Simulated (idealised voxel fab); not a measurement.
process module | voxel transistor to metal
cross-section cut | 205 nm wide | cells 5 nm
A cross-section is a grid of square cells, given in bands from the top down. A band is one or more rows of cells.
Each band's line starts with the height of the band's top and of its bottom, in nm. Then come its materials from left to right, each with its width in nm. One material with "throughout" fills the band from edge to edge. "air" is empty space.
Height 0 is the level under which the wafer as received is all one material. The lowest band goes on downwards, as in "0 down".
A width such as "30 to 40" changes by the same amount from each row of cells to the next, from the band's top row to its bottom row.
"no change" after a step means that no cell of the cross-section changed.
closed voids: empty space of 8 cells or more with no open way to the top, each as width x height at its distance from the left edge, in nm
after a step's settings: what the simulator itself notes on the step
overlay nm, on a step with a mask: how far to the right of its planned place the mask lay; to the left if negative
plan
1 op RECEIVE | material Si
2 op OXIDIZE | depth nm 5
3 op CONFORMAL_DEP | material SiN | thk nm 15
4 op DIRECTIONAL_DEP | material aC | thk nm 10
5 op PATTERN | tone cover | mask id ACTIVE | material resist | width nm 105 | thk nm 25 | overlay nm 0
6 op DIRECTIONAL_ETCH | etch materials aC | depth nm 10
7 op STRIP | etch materials resist
8 op DIRECTIONAL_ETCH | etch materials SiN | depth nm 15
9 op DIRECTIONAL_ETCH | etch materials SiO2 | depth nm 5
10 op DIRECTIONAL_ETCH | etch materials Si | depth nm 35
11 op STRIP | etch materials aC
12 op FILL_DEP | material SiO2 | thk nm 15
13 op CMP | height nm 15
14 op SELECTIVE_ETCH | etch materials SiO2 | depth nm 10
15 op STRIP | etch materials SiN
16 op SELECTIVE_ETCH | etch materials SiO2 | depth nm 5
17 op OXIDIZE | depth nm 5
18 op DIRECTIONAL_DEP | material polySi | thk nm 20
19 op DIRECTIONAL_DEP | material SiCN | thk nm 15
20 op MASKED_ETCH | tone cover | mask id GATE | width nm 25 | etch materials SiCN | depth nm 25 | overlay nm 0
21 op MASKED_ETCH | tone cover | mask id GATE | width nm 25 | etch materials polySi | depth nm 30 | overlay nm 0
22 op CONFORMAL_DEP | material SiN | thk nm 10
23 op DIRECTIONAL_ETCH | etch materials SiN | depth nm 10
24 op DIRECTIONAL_ETCH | etch materials SiO2 | depth nm 5
25 op DIRECTIONAL_ETCH | etch materials Si | depth nm 15
26 op EPI | material pSi | thk nm 15
27 op FILL_DEP | material SiO2 | thk nm 10
28 op CMP | height nm 15
29 op STRIP | etch materials polySi
30 op SELECTIVE_ETCH | etch materials SiO2 | depth nm 5
31 op CONFORMAL_DEP | material HfO2 | thk nm 5
32 op CONFORMAL_DEP | material TiN | thk nm 5
33 op FILL_DEP | material W | thk nm 5
34 op CMP | height nm 10
35 op DIRECTIONAL_DEP | material SiO2 | thk nm 15
36 op MASKED_ETCH | tone open | mask id CONTACT | width nm 15 | pitch nm 80 | etch materials SiO2 | depth nm 20 | overlay nm 0
37 op CONFORMAL_DEP | material TiN | thk nm 5
38 op FILL_DEP | material W | thk nm 5
39 op CMP | height nm 25
40 op CONFORMAL_DEP | material SiCN | thk nm 5
41 op DIRECTIONAL_DEP | material SiO2 | thk nm 25
42 op DIRECTIONAL_DEP | material aC | thk nm 10
43 op PATTERN | tone open | mask id METAL_1 | material resist | width nm 15 | pitch nm 80 | thk nm 30 | overlay nm 0
44 op DIRECTIONAL_ETCH | etch materials aC | depth nm 10
45 op STRIP | etch materials resist
46 op DIRECTIONAL_ETCH | etch materials SiO2 | depth nm 25
47 op DIRECTIONAL_ETCH | etch materials SiCN | depth nm 5
48 op STRIP | etch materials aC
49 op CONFORMAL_DEP | material TiN | thk nm 5
50 op FILL_DEP | material W | thk nm 5
51 op CMP | height nm 55
52 op EPI | material Ru | thk nm 5
53 op FILL_DEP | material SiCN | thk nm 5
as received, after step 1
  0 down: Si throughout
  closed voids: none
first wafer at the end, as planned
  65 to 60: SiCN throughout
  60 to 55: SiCN 50 | Ru 25 | SiCN 55 | Ru 25 | SiCN 50
  55 to 30: SiO2 55 | TiN 5 | W 5 | TiN 5 | SiO2 65 | TiN 5 | W 5 | TiN 5 | SiO2 55
  30 to 25: SiCN 55 | TiN 15 | SiCN 65 | TiN 15 | SiCN 55
  25 to 10: SiO2 55 | TiN 5 | W 5 | TiN 5 | SiO2 65 | TiN 5 | W 5 | TiN 5 | SiO2 55
  10 to 5: SiO2 55 | TiN 15 | SiO2 10 | SiN 10 | HfO2 5 | TiN 5 | W 5 | TiN 5 | HfO2 5 | SiN 10 | SiO2 10 | TiN 15 | SiO2 55
  5 to 0: SiO2 50 | pSi 30 | SiN 10 | HfO2 5 | TiN 5 | W 5 | TiN 5 | HfO2 5 | SiN 10 | pSi 30 | SiO2 50
  0 to -5: SiO2 45 | SiN 10 | pSi 25 | SiN 10 | HfO2 5 | TiN 15 | HfO2 5 | SiN 10 | pSi 25 | SiN 10 | SiO2 45
  -5 to -10: SiO2 55 | pSi 25 | SiO2 5 | HfO2 35 | SiO2 5 | pSi 25 | SiO2 55
  -10 to -25: SiO2 50 | Si 5 | pSi 25 | Si 45 | pSi 25 | Si 5 | SiO2 50
  -25 to -40: SiO2 50 | Si 105 | SiO2 50
  -40 down: Si throughout
  closed voids: none
second wafer at the end: like start, like plan, one mistake
  65 to 60: SiCN throughout
  60 to 55: SiCN 50 | Ru 25 | SiCN 55 | Ru 25 | SiCN 50
  55 to 30: SiO2 55 | TiN 5 | W 5 | TiN 5 | SiO2 65 | TiN 5 | W 5 | TiN 5 | SiO2 55
  30 to 25: SiCN 55 | TiN 15 | SiCN 65 | TiN 15 | SiCN 55
  25 to 15: W 50 | TiN 5 | SiO2 15 | TiN 5 | W 55 | TiN 5 | SiO2 15 | TiN 5 | W 50
  15 to 10: W 50 | TiN 5 | SiO2 15 | TiN 65 | SiO2 15 | TiN 5 | W 50
  10 to 5: TiN 55 | SiO2 15 | TiN 10 | SiN 10 | HfO2 5 | TiN 5 | W 5 | TiN 5 | HfO2 5 | SiN 10 | TiN 10 | SiO2 15 | TiN 55
  5 to 0: SiO2 50 | pSi 30 | SiN 10 | HfO2 5 | TiN 5 | W 5 | TiN 5 | HfO2 5 | SiN 10 | pSi 30 | SiO2 50
  0 to -5: SiO2 45 | SiN 10 | pSi 25 | SiN 10 | HfO2 5 | TiN 15 | HfO2 5 | SiN 10 | pSi 25 | SiN 10 | SiO2 45
  -5 to -10: SiO2 55 | pSi 25 | SiO2 5 | HfO2 35 | SiO2 5 | pSi 25 | SiO2 55
  -10 to -25: SiO2 50 | Si 5 | pSi 25 | Si 45 | pSi 25 | Si 5 | SiO2 50
  -25 to -40: SiO2 50 | Si 105 | SiO2 50
  -40 down: Si throughout
  closed voids: none
what went wrong: step 36 ran as: op MASKED_ETCH | tone cover | mask id CONTACT | width nm 15 | pitch nm 80 | etch materials SiO2 | depth nm 20 | overlay nm 0
at the end the second wafer has, in cells: 107 fewer of SiO2 | 31 more of TiN | 76 more of W
